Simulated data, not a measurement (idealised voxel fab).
You're looking at the process module voxel self aligned contacts.
Section cut is 270 nm wide and gridded with 5 nm square cells.
A cross-section in this document is a grid of square cells, and it is written down as bands, the top band listed before the ones below it; a band is made up of one or more rows of cells. Quick guide to a band line: top height, bottom height (nm) up front; then every material left to right with its width in nm. Only one material and it's marked "throughout"? Then it fills the band edge to edge. And "empty" just means empty space. Height is counted from the level 0, under which the received wafer is composed throughout of one material. The lowest of the bands is not closed at the bottom but continues downward, in the notation "top 0, no bottom". Note: "30..40" means the width goes from the first number (top row of the band) to the second number (bottom row) in equal steps per row of cells. Step marked "left unchanged"? Then no cell in the cross-section changed in it. "Voids, sealed": empty spaces of 8 cells or more with no open way to the top, each given as width x height at distance, distance from the left edge, all in nm. Formally, on a step line, whatever follows the settings is a remark that the simulator itself makes on the step. "overlay nm" answers the question of how far to the right of plan the mask lay on a step that has a mask, and when it is negative the answer is to the left.
**The steps planned for the process are as follows**
1. RECEIVE: material Si
2. OXIDIZE: depth nm 5
3. DIRECTIONAL_DEP: material polySi, thk nm 25
4. DIRECTIONAL_DEP: material SiN, thk nm 20
5. PATTERN: tone cover, mask id GATE, material resist, width nm 25, pitch nm 70, thk nm 20, overlay nm 0
6. DIRECTIONAL_ETCH: etch materials SiN, depth nm 20
7. DIRECTIONAL_ETCH: etch materials polySi, depth nm 25
8. STRIP: etch materials resist
9. CONFORMAL_DEP: material SiN, thk nm 10
10. DIRECTIONAL_ETCH: etch materials SiN, depth nm 10
11. FILL_DEP: material SiO2, thk nm 10
12. CMP: height nm 50
13. PATTERN: tone open, mask id CONTACT, material resist, width nm 55, pitch nm 70, thk nm 15, overlay nm 0
14. DIRECTIONAL_ETCH: etch materials SiO2, depth nm 55
15. STRIP: etch materials resist
16. CONFORMAL_DEP: material TiN, thk nm 5
17. FILL_DEP: material W, thk nm 10
18. CMP: height nm 50
19. CONFORMAL_DEP: material SiN, thk nm 5
**Received-state cross-section, reflecting completion of step 1**
	top 0, no bottom: Si throughout
	Voids, sealed: none
**Module complete, cross-section. Starting point and plan per above. One mistake made in running the module**
	top 55, bottom 50: SiN throughout
	top 50, bottom 45: 70 of SiO2 | 20 of TiN | 15 of W | 20 of TiN | 15 of SiO2 | 20 of TiN | 15 of W | 20 of TiN | 75 of SiO2
	top 45, bottom 25: 40 of SiO2 | 45 of SiN | 5 of TiN | 15 of W | 5 of TiN | 45 of SiN | 5 of TiN | 15 of W | 5 of TiN | 45 of SiN | 45 of SiO2
	top 25, bottom 20: 85 of SiO2 | 25 of TiN | 45 of SiO2 | 25 of TiN | 90 of SiO2
	top 20, bottom 0: polySi throughout
	top 0, no bottom: Si throughout
	Voids, sealed: none
What was the processing mistake? deviation from plan: step 3 and step 2 executed in one another's positions
